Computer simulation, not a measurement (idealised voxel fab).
This is a process module. Its name is voxel wiring stack.
Each square cell in cross-section cut measures 5 nm, and the section as a whole is 160 nm wide.
Cross-section spec: square-cell grid; bands listed top down; each band is one or more rows. Basically the band line says how high the top is and how high the bottom is, in nm, and then what's in it from left to right, every material with its width in nm. Empty space shows up as "empty", and if a single material carries "full width" it runs the full band edge to edge. Where do heights start? At 0: under that level the wafer as delivered is made of one material only. And the lowest band has no floor; it just carries on downward, as in "0 and below". The expression "30..40" gives the width at the extremes of the band, the first number at its top row of cells and the second at its bottom row, with the width changing by equal amounts from each row to the next in between. You'll sometimes find "all unchanged" written for a step, and that's the way of saying that nowhere in the cross-section did a cell change during that step. Reported under the label "Listed closed voids" are the empty spaces having no open way to the top and comprising 8 cells or more; the notation for each is width x height at distance, in which the distance is measured from the left edge and all three values are in nm. On each step's line, the part that comes after the settings is the simulator's own comment on the step. A step line may carry the setting "overlay nm", which, for steps involving a mask, states the distance by which the mask lay to the right of its intended position; negative values denote displacement to the left.
The planned process steps are enumerated hereunder
| 1 | RECEIVE: material Si |
| 2 | CONFORMAL_DEP: material SiO2, thk nm 15 |
| 3 | CONFORMAL_DEP: material SiCN, thk nm 5 |
| 4 | DIRECTIONAL_DEP: material SiO2, thk nm 15 |
| 5 | PATTERN: tone open, mask id METAL_1, material resist, width nm 20, pitch nm 35, thk nm 15, overlay nm 0 |
| 6 | DIRECTIONAL_ETCH: etch materials SiO2, depth nm 15 |
| 7 | DIRECTIONAL_ETCH: etch materials SiCN, depth nm 5 |
| 8 | STRIP: etch materials resist |
| 9 | CONFORMAL_DEP: material TiN, thk nm 5 |
| 10 | FILL_DEP: material Ru, thk nm 5 |
| 11 | CMP: height nm 35 |
| 12 | EPI: material Ru, thk nm 5 |
| 13 | FILL_DEP: material SiCN, thk nm 5 |
| 14 | DIRECTIONAL_DEP: material lowk, thk nm 30 |
| 15 | DIRECTIONAL_DEP: material aC, thk nm 15 |
| 16 | PATTERN: tone open, mask id METAL_2_HOLES, material resist, width nm 15, pitch nm 35, thk nm 30, overlay nm 0 |
| 17 | DIRECTIONAL_ETCH: etch materials aC, depth nm 15 |
| 18 | STRIP: etch materials resist |
| 19 | DIRECTIONAL_ETCH: etch materials lowk, depth nm 30 |
| 20 | STRIP: etch materials aC |
| 21 | MASKED_ETCH: tone open, mask id METAL_2, width nm 20, pitch nm 35, etch materials lowk, depth nm 20, overlay nm 0 |
| 22 | MASKED_ETCH: tone open, mask id METAL_2, width nm 20, pitch nm 35, etch materials SiCN, depth nm 5, overlay nm 0 |
| 23 | CONFORMAL_DEP: material TiN, thk nm 5 |
| 24 | FILL_DEP: material Cu, thk nm 10 |
| 25 | CMP: height nm 75 |
| 26 | CONFORMAL_DEP: material SiN, thk nm 5 |
The first of two wafers, run as planned
Cross-section of the wafer upon arrival, representing the state reached after step 1
	0 and below  Si full width
	Listed closed voids: none
After step 2, in cross-section
	15 down to 0  SiO2 full width
	Below 0, the layers are the same as they were.
After step 3, in cross-section
	20 down to 15  SiCN full width
	Below 15, the layers are the same as they were.
After step 4, in cross-section
	35 down to 20  SiO2 full width
	Below 20, the layers are the same as they were.
After step 5, in cross-section
	50 down to 35  resist (50); empty (20); resist (15); empty (20); resist (55)
	Below 35, the layers are the same as they were.
After step 6, in cross-section
	50 down to 35  resist (50); empty (20); resist (15); empty (20); resist (55)
	35 down to 20  SiO2 (50); empty (20); SiO2 (15); empty (20); SiO2 (55)
	Below 20, the layers are the same as they were.
After step 7, in cross-section
	50 down to 35  resist (50); empty (20); resist (15); empty (20); resist (55)
	35 down to 20  SiO2 (50); empty (20); SiO2 (15); empty (20); SiO2 (55)
	20 down to 15  SiCN (50); empty (20); SiCN (15); empty (20); SiCN (55)
	Below 15, the layers are the same as they were.
After step 8, in cross-section
	35 down to 20  SiO2 (50); empty (20); SiO2 (15); empty (20); SiO2 (55)
	Below 20, the layers are the same as they were.
After step 9, in cross-section
	40 down to 35  TiN (55); empty (10); TiN (25); empty (10); TiN (60)
	35 down to 20  SiO2 (50); TiN (5); empty (10); TiN (5); SiO2 (15); TiN (5); empty (10); TiN (5); SiO2 (55)
	20 down to 15  SiCN (50); TiN (20); SiCN (15); TiN (20); SiCN (55)
	Below 15, the layers are the same as they were.
After step 10, in cross-section
	45 down to 40  Ru full width
	40 down to 35  TiN (55); Ru (10); TiN (25); Ru (10); TiN (60)
	35 down to 20  SiO2 (50); TiN (5); Ru (10); TiN (5); SiO2 (15); TiN (5); Ru (10); TiN (5); SiO2 (55)
	Below 20, the layers are the same as they were.
After step 11, in cross-section
	35 down to 20  SiO2 (50); TiN (5); Ru (10); TiN (5); SiO2 (15); TiN (5); Ru (10); TiN (5); SiO2 (55)
	Below 20, the layers are the same as they were.
After step 12, in cross-section
	40 down to 35  empty (45); Ru (30); empty (5); Ru (30); empty (50)
	Below 35, the layers are the same as they were.
After step 13, in cross-section
	45 down to 40  SiCN full width
	40 down to 35  SiCN (45); Ru (30); SiCN (5); Ru (30); SiCN (50)
	Below 35, the layers are the same as they were.
After step 14, in cross-section
	75 down to 45  lowk full width
	Below 45, the layers are the same as they were.
After step 15, in cross-section
	90 down to 75  aC full width
	Below 75, the layers are the same as they were.
After step 16, in cross-section
	120 down to 90  resist (50); empty (15); resist (20); empty (15); resist (60)
	Below 90, the layers are the same as they were.
After step 17, in cross-section
	105 down to 90  resist (50); empty (15); resist (20); empty (15); resist (60)
	90 down to 75  aC (50); empty (15); aC (20); empty (15); aC (60)
	Below 75, the layers are the same as they were.
After step 18, in cross-section
	90 down to 75  aC (50); empty (15); aC (20); empty (15); aC (60)
	Below 75, the layers are the same as they were.
After step 19, in cross-section
	90 down to 75  aC (50); empty (15); aC (20); empty (15); aC (60)
	75 down to 45  lowk (50); empty (15); lowk (20); empty (15); lowk (60)
	Below 45, the layers are the same as they were.
After step 20, in cross-section
	75 down to 45  lowk (50); empty (15); lowk (20); empty (15); lowk (60)
	Below 45, the layers are the same as they were.
After step 21, in cross-section
	75 down to 55  lowk (50); empty (20); lowk (15); empty (20); lowk (55)
	Below 55, the layers are the same as they were.
After step 22, in cross-section
	75 down to 55  lowk (50); empty (20); lowk (15); empty (20); lowk (55)
	55 down to 45  lowk (50); empty (15); lowk (20); empty (15); lowk (60)
	45 down to 40  SiCN (50); empty (15); SiCN (20); empty (15); SiCN (60)
	Below 40, the layers are the same as they were.
After step 23, in cross-section
	80 down to 75  TiN (55); empty (10); TiN (25); empty (10); TiN (60)
	75 down to 60  lowk (50); TiN (5); empty (10); TiN (5); lowk (15); TiN (5); empty (10); TiN (5); lowk (55)
	60 down to 55  lowk (50); TiN (5); empty (5); TiN (10); lowk (15); TiN (5); empty (5); TiN (10); lowk (55)
	55 down to 45  lowk (50); TiN (5); empty (5); TiN (5); lowk (20); TiN (5); empty (5); TiN (5); lowk (60)
	45 down to 40  SiCN (50); TiN (15); SiCN (20); TiN (15); SiCN (60)
	Below 40, the layers are the same as they were.
After step 24, in cross-section
	90 down to 80  Cu full width
	80 down to 75  TiN (55); Cu (10); TiN (25); Cu (10); TiN (60)
	75 down to 60  lowk (50); TiN (5); Cu (10); TiN (5); lowk (15); TiN (5); Cu (10); TiN (5); lowk (55)
	60 down to 55  lowk (50); TiN (5); Cu (5); TiN (10); lowk (15); TiN (5); Cu (5); TiN (10); lowk (55)
	55 down to 45  lowk (50); TiN (5); Cu (5); TiN (5); lowk (20); TiN (5); Cu (5); TiN (5); lowk (60)
	Below 45, the layers are the same as they were.
After step 25, in cross-section
	75 down to 60  lowk (50); TiN (5); Cu (10); TiN (5); lowk (15); TiN (5); Cu (10); TiN (5); lowk (55)
	Below 60, the layers are the same as they were.
After step 26, in cross-section
	80 down to 75  SiN full width
	Below 75, the layers are the same as they were.
Notes, second wafer: start = first wafer's, plan = first wafer's, execution had one mistake; history identical to first through step 12
At the planned end of step 13, the second wafer in cross-section: all unchanged
At the planned end of step 14, the second wafer in cross-section
	70 down to 65  empty (45); lowk (30); empty (5); lowk (30); empty (50)
	65 down to 40  lowk full width
	40 down to 35  lowk (45); Ru (30); lowk (5); Ru (30); lowk (50)
	Below 35, the layers are the same as they were.
At the planned end of step 15, the second wafer in cross-section
	85 down to 80  empty (45); aC (30); empty (5); aC (30); empty (50)
	80 down to 70  aC full width
	70 down to 65  aC (45); lowk (30); aC (5); lowk (30); aC (50)
	Below 65, the layers are the same as they were.
At the planned end of step 16, the second wafer in cross-section
	115 down to 85  resist (50); empty (15); resist (20); empty (15); resist (60)
	85 down to 80  resist (45); aC (30); resist (5); aC (30); resist (50)
	Below 80, the layers are the same as they were.
At the planned end of step 17, the second wafer in cross-section
	100 down to 85  resist (50); empty (15); resist (20); empty (15); resist (60)
	85 down to 80  resist (45); aC (5); empty (15); aC (10); resist (5); aC (5); empty (15); aC (10); resist (50)
	80 down to 70  aC (50); empty (15); aC (20); empty (15); aC (60)
	Below 70, the layers are the same as they were.
At the planned end of step 18, the second wafer in cross-section
	85 down to 80  empty (45); aC (5); empty (15); aC (10); empty (5); aC (5); empty (15); aC (10); empty (50)
	Below 80, the layers are the same as they were.
At the planned end of step 19, the second wafer in cross-section
	85 down to 80  empty (45); aC (5); empty (15); aC (10); empty (5); aC (5); empty (15); aC (10); empty (50)
	80 down to 70  aC (50); empty (15); aC (20); empty (15); aC (60)
	70 down to 65  aC (45); lowk (5); empty (15); lowk (10); aC (5); lowk (5); empty (15); lowk (10); aC (50)
	65 down to 40  lowk (50); empty (15); lowk (20); empty (15); lowk (60)
	Below 40, the layers are the same as they were.
At the planned end of step 20, the second wafer in cross-section
	70 down to 65  empty (45); lowk (5); empty (15); lowk (10); empty (5); lowk (5); empty (15); lowk (10); empty (50)
	Below 65, the layers are the same as they were.
At the planned end of step 21, the second wafer in cross-section
	70 down to 65  empty (45); lowk (5); empty (20); lowk (5); empty (5); lowk (5); empty (20); lowk (5); empty (50)
	65 down to 50  lowk (50); empty (20); lowk (15); empty (20); lowk (55)
	Below 50, the layers are the same as they were.
At the planned end of step 22, the second wafer in cross-section: all unchanged
At the planned end of step 23, the second wafer in cross-section
	75 down to 70  empty (40); TiN (15); empty (10); TiN (25); empty (10); TiN (15); empty (45)
	70 down to 65  TiN (45); lowk (5); TiN (5); empty (10); TiN (5); lowk (5); TiN (5); lowk (5); TiN (5); empty (10); TiN (5); lowk (5); TiN (50)
	65 down to 55  lowk (50); TiN (5); empty (10); TiN (5); lowk (15); TiN (5); empty (10); TiN (5); lowk (55)
	55 down to 45  lowk (50); TiN (5); empty (5); TiN (10..5); lowk (15..20); TiN (5); empty (5); TiN (10..5); lowk (55..60)
	45 down to 40  lowk (50); TiN (15); lowk (20); TiN (15); lowk (60)
	Below 40, the layers are the same as they were.
At the planned end of step 24, the second wafer in cross-section
	85 down to 75  Cu full width
	75 down to 70  Cu (40); TiN (15); Cu (10); TiN (25); Cu (10); TiN (15); Cu (45)
	70 down to 65  TiN (45); lowk (5); TiN (5); Cu (10); TiN (5); lowk (5); TiN (5); lowk (5); TiN (5); Cu (10); TiN (5); lowk (5); TiN (50)
	65 down to 55  lowk (50); TiN (5); Cu (10); TiN (5); lowk (15); TiN (5); Cu (10); TiN (5); lowk (55)
	55 down to 45  lowk (50); TiN (5); Cu (5); TiN (10..5); lowk (15..20); TiN (5); Cu (5); TiN (10..5); lowk (55..60)
	Below 45, the layers are the same as they were.
At the planned end of step 25, the second wafer in cross-section
	75 down to 70  Cu (40); TiN (15); Cu (10); TiN (25); Cu (10); TiN (15); Cu (45)
	Below 70, the layers are the same as they were.
At the planned end of step 26, the second wafer in cross-section
	80 down to 75  SiN full width
	Below 75, the layers are the same as they were.
Against the plan, the run slipped here: not run: step 13 of the plan (skipped)
Counted in cells at the end, the second wafer holds more or fewer of these materials than the first: Cu: 19 more | SiCN: 46 fewer | TiN: 27 more
